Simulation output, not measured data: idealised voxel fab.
Title: Process Module voxel gate over fins
Square cells of 5 nm make up the cross-section cut, whose width is 280 nm.
When this document writes out a cross-section, it uses a grid of square cells and lists it as bands, beginning at the top and moving down, with a band standing for one or more rows of cells. Each band's line starts with the height of the band's top and of its bottom, in nm. Then come its materials from left to right, each with its width in nm. One material with "everywhere" fills the band from edge to edge. "blank" is empty space. We count height from 0. Below that, the starting wafer is all one material. The lowest band never ends at the bottom but goes on down; see "top 0, no bottom" for how that is written. Width "30..40": first value at the band's top row of cells, second value at its bottom row, equal change from row to row. Any step labelled "nothing altered" changed none of the cells in the cross-section. "Unvented voids" contains a list of empty spaces, each no smaller than 8 cells and without an open way to the top, written in the form width x height at distance with the distance from the left edge and all three in nm. On each step's line, the part that comes after the settings is the simulator's own comment on the step. Steps that use a mask can have "overlay nm" on their line. It says how far the mask sat to the right of where it was meant to be. Negative means to the left.
The process steps that were planned are listed below
1. RECEIVE, material Si
2. CONFORMAL_DEP, material SiN, thk nm 5
3. PATTERN, tone cover, mask id FINS, material resist, width nm 15, pitch nm 55, thk nm 15, overlay nm 0
4. DIRECTIONAL_ETCH, etch materials SiN, depth nm 5
5. DIRECTIONAL_ETCH, etch materials Si, depth nm 35
6. STRIP, etch materials resist
7. OXIDIZE, depth nm 5
8. FILL_DEP, material SiO2, thk nm 15
9. CMP, height nm 5
10. DIRECTIONAL_DEP, material aC, thk nm 10
11. PATTERN, tone open, mask id RAIL, material resist, width nm 15, thk nm 25, overlay nm 0
12. DIRECTIONAL_ETCH, etch materials aC, depth nm 10
13. STRIP, etch materials resist
14. DIRECTIONAL_ETCH, etch materials SiO2, depth nm 35
15. STRIP, etch materials aC
16. CONFORMAL_DEP, material TiN, thk nm 5
17. FILL_DEP, material W, thk nm 5
18. CMP, height nm 5
19. SELECTIVE_ETCH, etch materials W Ru TiN, depth nm 25
20. FILL_DEP, material SiO2, thk nm 5
21. CMP, height nm 5
22. SELECTIVE_ETCH, etch materials SiO2, depth nm 15
23. STRIP, etch materials SiN
24. CONFORMAL_DEP, material HfO2, thk nm 5
25. CONFORMAL_DEP, material TiN, thk nm 5
26. CONFORMAL_DEP, material TiAl, thk nm 5
27. CONFORMAL_DEP, material TiN, thk nm 5
28. FILL_DEP, material W, thk nm 15
29. CMP, height nm 30
30. CONFORMAL_DEP, material SiN, thk nm 5
As received, after step 1
  top 0, no bottom  Si everywhere
  Unvented voids: none
First wafer of two, sectioned at end of module; run went per plan
  top 35, bottom 30  SiN everywhere
  top 30, bottom 20  W everywhere
  top 20, bottom 15  W (60), then TiN (45), then W (10), then TiN (45), then W (10), then TiN (45), then W (65)
  top 15, bottom 10  W (60), then TiN (5), then TiAl (35), then TiN (5), then W (10), then TiN (5), then TiAl (35), then TiN (5), then W (10), then TiN (5), then TiAl (35), then TiN (5), then W (65)
  top 10, bottom 5  TiN (65), then TiAl (5), then TiN (25), then TiAl (5), then TiN (20), then TiAl (5), then TiN (25), then TiAl (5), then TiN (20), then TiAl (5), then TiN (25), then TiAl (5), then TiN (70)
  top 5, bottom 0  TiAl (70), then TiN (5), then HfO2 (15), then TiN (5), then TiAl (30), then TiN (5), then HfO2 (15), then TiN (5), then TiAl (30), then TiN (5), then HfO2 (15), then TiN (5), then TiAl (75)
  top 0, bottom -5  TiN (75), then HfO2 (5), then Si (5), then HfO2 (5), then TiN (40), then HfO2 (5), then Si (5), then HfO2 (5), then TiN (40), then HfO2 (5), then Si (5), then HfO2 (5), then TiN (80)
  top -5, bottom -10  HfO2 (80), then Si (5), then HfO2 (50), then Si (5), then HfO2 (50), then Si (5), then HfO2 (85)
  top -10, bottom -20  SiO2 (80), then Si (5), then SiO2 (50), then Si (5), then SiO2 (50), then Si (5), then SiO2 (85)
  top -20, bottom -25  SiO2 (80), then Si (5), then SiO2 (15), then TiN (5), then W (5), then TiN (5), then SiO2 (20), then Si (5), then SiO2 (50), then Si (5), then SiO2 (85)
  top -25, bottom -30  SiO2 (80), then Si (5), then SiO2 (15), then TiN (15), then SiO2 (20), then Si (5), then SiO2 (50), then Si (5), then SiO2 (85)
  top -30, bottom -40  SiO2 (80), then Si (5), then SiO2 (50), then Si (5), then SiO2 (50), then Si (5), then SiO2 (85)
  top -40, no bottom  Si everywhere
  Unvented voids: none
What the second wafer looks like in cross-section once the module is done. Its start and its plan matched the first wafer's exactly; what differed was one mistake in how it was run
  top 35, bottom 30  SiN everywhere
  top 30, bottom 15  W everywhere
  top 15, bottom 10  W (65), then TiN (35), then W (20), then TiN (35), then W (20), then TiN (35), then W (70)
  top 10, bottom 5  W (65), then TiN (5), then TiAl (25), then TiN (5), then W (20), then TiN (5), then TiAl (25), then TiN (5), then W (20), then TiN (5), then TiAl (25), then TiN (5), then W (70)
  top 5, bottom 0  TiN (70), then TiAl (5), then HfO2 (15), then TiAl (5), then TiN (30), then TiAl (5), then HfO2 (15), then TiAl (5), then TiN (30), then TiAl (5), then HfO2 (15), then TiAl (5), then TiN (75)
  top 0, bottom -5  TiAl (75), then HfO2 (5), then Si (5), then HfO2 (5), then TiAl (40), then HfO2 (5), then Si (5), then HfO2 (5), then TiAl (40), then HfO2 (5), then Si (5), then HfO2 (5), then TiAl (80)
  top -5, bottom -10  HfO2 (80), then Si (5), then HfO2 (50), then Si (5), then HfO2 (50), then Si (5), then HfO2 (85)
  top -10, bottom -20  SiO2 (80), then Si (5), then SiO2 (50), then Si (5), then SiO2 (50), then Si (5), then SiO2 (85)
  top -20, bottom -25  SiO2 (80), then Si (5), then SiO2 (15), then TiN (5), then W (5), then TiN (5), then SiO2 (20), then Si (5), then SiO2 (50), then Si (5), then SiO2 (85)
  top -25, bottom -30  SiO2 (80), then Si (5), then SiO2 (15), then TiN (15), then SiO2 (20), then Si (5), then SiO2 (50), then Si (5), then SiO2 (85)
  top -30, bottom -40  SiO2 (80), then Si (5), then SiO2 (50), then Si (5), then SiO2 (50), then Si (5), then SiO2 (85)
  top -40, no bottom  Si everywhere
  Unvented voids: none
Which mistake was made when the wafer was run? yeah, step 25 of the plan got skipped, never ran
Count the cells at the end and the second wafer has more or fewer of some materials than the first: TiN: 68 fewer; W: 68 more
